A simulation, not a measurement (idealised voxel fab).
Proc. module: voxel transistor to metal
Square cells of 5 nm make up the cross-section cut, whose width is 160 nm.
If you're reading a cross-section in this doc, picture square cells in a grid; it comes to you as bands, top ones listed first down to the bottom, and a band can be one or more rows of cells. Quick guide to a band line: top height, bottom height (nm) up front; then every material left to right with its width in nm. Only one material and it's marked "all across"? Then it fills the band edge to edge. And "blank" just means empty space. Zero point of the height axis is 0; under it, received wafer = one material. Lowest band: continues down indefinitely, "0 nm and below". A two-number width, for instance "30 to 40", indicates that the width is equal to the first number in the top row of the band and to the second number in the bottom row, and that it changes by a constant amount per row of cells. Basically "nothing different" means that step didn't change any cell in the cross-section. "Sealed void listing" enumerates empty spaces isolated from the top, with no open way to it, that contain at least 8 cells, giving each as width x height at distance from the left edge, all three in nm. Anything after a step's settings on that line? It's the simulator's own note about the step. Steps that use a mask can have "overlay nm" on their line. It says how far the mask sat to the right of where it was meant to be. Negative means to the left.
Planned process steps:
1) RECEIVE [material Si]
2) CONFORMAL_DEP [material SiO2] [thk nm 5]
3) CONFORMAL_DEP [material SiN] [thk nm 10]
4) MASKED_ETCH [tone cover] [mask id ACTIVE] [width nm 115] [etch materials SiN] [depth nm 10] [overlay nm -5]
5) MASKED_ETCH [tone cover] [mask id ACTIVE] [width nm 115] [etch materials SiO2] [depth nm 5] [overlay nm 0]
6) MASKED_ETCH [tone cover] [mask id ACTIVE] [width nm 115] [etch materials Si] [depth nm 30] [overlay nm 0]
7) OXIDIZE [depth nm 5]
8) FILL_DEP [material SiO2] [thk nm 15]
9) CMP [height nm 15]
10) SELECTIVE_ETCH [etch materials SiO2] [depth nm 10]
11) STRIP [etch materials SiN]
12) SELECTIVE_ETCH [etch materials SiO2] [depth nm 5]
13) OXIDIZE [depth nm 5]
14) DIRECTIONAL_DEP [material polySi] [thk nm 25]
15) DIRECTIONAL_DEP [material SiCN] [thk nm 10]
16) PATTERN [tone cover] [mask id GATE] [material resist] [width nm 25] [thk nm 20] [overlay nm 0]
17) DIRECTIONAL_ETCH [etch materials SiCN] [depth nm 20]
18) DIRECTIONAL_ETCH [etch materials polySi] [depth nm 35]
19) STRIP [etch materials resist]
20) CONFORMAL_DEP [material SiO2] [thk nm 5]
21) DIRECTIONAL_ETCH [etch materials SiO2] [depth nm 5]
22) CONFORMAL_DEP [material SiN] [thk nm 5]
23) DIRECTIONAL_ETCH [etch materials SiN] [depth nm 5]
24) DIRECTIONAL_ETCH [etch materials SiO2] [depth nm 5]
25) EPI [material pSi] [thk nm 5]
26) FILL_DEP [material SiO2] [thk nm 10]
27) CMP [height nm 35]
28) DIRECTIONAL_DEP [material SiO2] [thk nm 10]
29) MASKED_ETCH [tone open] [mask id CONTACT] [width nm 35] [pitch nm 70] [etch materials SiO2] [depth nm 45] [overlay nm 0]
30) CONFORMAL_DEP [material TiN] [thk nm 5]
31) FILL_DEP [material Ru] [thk nm 10]
32) CMP [height nm 45]
33) CONFORMAL_DEP [material SiN] [thk nm 5]
34) DIRECTIONAL_DEP [material lowk] [thk nm 20]
35) PATTERN [tone open] [mask id METAL_1] [material resist] [width nm 20] [pitch nm 85] [thk nm 20] [overlay nm 0]
36) DIRECTIONAL_ETCH [etch materials lowk] [depth nm 20]
37) DIRECTIONAL_ETCH [etch materials SiN] [depth nm 5]
38) STRIP [etch materials resist]
39) CONFORMAL_DEP [material TiN] [thk nm 5]
40) FILL_DEP [material W] [thk nm 5]
41) CMP [height nm 70]
42) EPI [material Ru] [thk nm 5]
43) FILL_DEP [material SiCN] [thk nm 5]
The plan's step 4 overlay nm is the first wafer's value; the wafers differ in this setting and start identical.
First of several wafers, received after step 1, in cross-section:
0 nm and below = Si all across
Sealed void listing: none
The figure below presents a cross-section of the first of several wafers at the conclusion of the module, following its last step, step 43:
80 nm to 75 nm = SiCN all across
75 nm to 70 nm = SiCN 20, then Ru 30, then SiCN 55, then Ru 30, then SiCN 25
70 nm to 50 nm = lowk 25, then TiN 5, then W 10, then TiN 5, then lowk 65, then TiN 5, then W 10, then TiN 5, then lowk 30
50 nm to 45 nm = SiN 25, then TiN 20, then SiN 65, then TiN 20, then SiN 30
45 nm to 35 nm = SiO2 25, then TiN 5, then Ru 25 to 20, then TiN 5 to 10, then SiO2 35, then TiN 5 to 10, then Ru 25 to 20, then TiN 5, then SiO2 30
35 nm to 25 nm = SiO2 25, then TiN 5, then Ru 20, then TiN 5, then SiN 5, then SiO2 5, then SiCN 25, then SiO2 5, then SiN 5, then TiN 5, then Ru 20, then TiN 5, then SiO2 30
25 nm to 5 nm = SiO2 25, then TiN 5, then Ru 20, then TiN 5, then SiN 5, then SiO2 5, then polySi 25, then SiO2 5, then SiN 5, then TiN 5, then Ru 20, then TiN 5, then SiO2 30
5 nm to 0 nm = SiO2 25, then TiN 30, then SiN 5, then SiO2 5, then polySi 25, then SiO2 5, then SiN 5, then TiN 30, then SiO2 30
0 nm to -5 nm = SiO2 15, then pSi 40, then SiO2 45, then pSi 35, then SiO2 25
-5 nm to -35 nm = SiO2 20, then Si 110, then SiO2 30
-35 nm and below = Si all across
Sealed void listing: none
Cross-sectional depiction of the last of several wafers upon completion of the module:
80 nm to 75 nm = SiCN all across
75 nm to 70 nm = SiCN 20, then Ru 30, then SiCN 55, then Ru 30, then SiCN 25
70 nm to 50 nm = lowk 25, then TiN 5, then W 10, then TiN 5, then lowk 65, then TiN 5, then W 10, then TiN 5, then lowk 30
50 nm to 45 nm = SiN 25, then TiN 20, then SiN 65, then TiN 20, then SiN 30
45 nm to 35 nm = SiO2 25, then TiN 5, then Ru 25 to 20, then TiN 5 to 10, then SiO2 35, then TiN 5 to 10, then Ru 25 to 20, then TiN 5, then SiO2 30
35 nm to 25 nm = SiO2 25, then TiN 5, then Ru 20, then TiN 5, then SiN 5, then SiO2 5, then SiCN 25, then SiO2 5, then SiN 5, then TiN 5, then Ru 20, then TiN 5, then SiO2 30
25 nm to 5 nm = SiO2 25, then TiN 5, then Ru 20, then TiN 5, then SiN 5, then SiO2 5, then polySi 25, then SiO2 5, then SiN 5, then TiN 5, then Ru 20, then TiN 5, then SiO2 30
5 nm to 0 nm = SiO2 25, then TiN 30, then SiN 5, then SiO2 5, then polySi 25, then SiO2 5, then SiN 5, then TiN 30, then SiO2 30
0 nm to -5 nm = SiO2 20, then pSi 35, then SiO2 45, then pSi 45, then SiO2 15
-5 nm to -35 nm = SiO2 25, then Si 115, then SiO2 20
-35 nm and below = Si all across
Sealed void listing: none
Note: the following table is arranged by wafer, a row apiece. Each row reports the end-of-module state: per material, cells gained (+) or cells lost (-) compared with the wafer as received; closed voids follow:
overlay nm -5 | +78 Ru | -92 Si | +62 SiCN | +38 SiN | +204 SiO2 | +70 TiN | +16 W | +96 lowk | +15 pSi | +25 polySi | Sealed void listing: none
overlay nm 0 | +78 Ru | -98 Si | +62 SiCN | +38 SiN | +211 SiO2 | +70 TiN | +16 W | +96 lowk | +14 pSi | +25 polySi | Sealed void listing: none
overlay nm 5 | +78 Ru | -92 Si | +62 SiCN | +38 SiN | +204 SiO2 | +70 TiN | +16 W | +96 lowk | +15 pSi | +25 polySi | Sealed void listing: none
overlay nm 10 | +78 Ru | -86 Si | +62 SiCN | +38 SiN | +197 SiO2 | +70 TiN | +16 W | +96 lowk | +16 pSi | +25 polySi | Sealed void listing: none
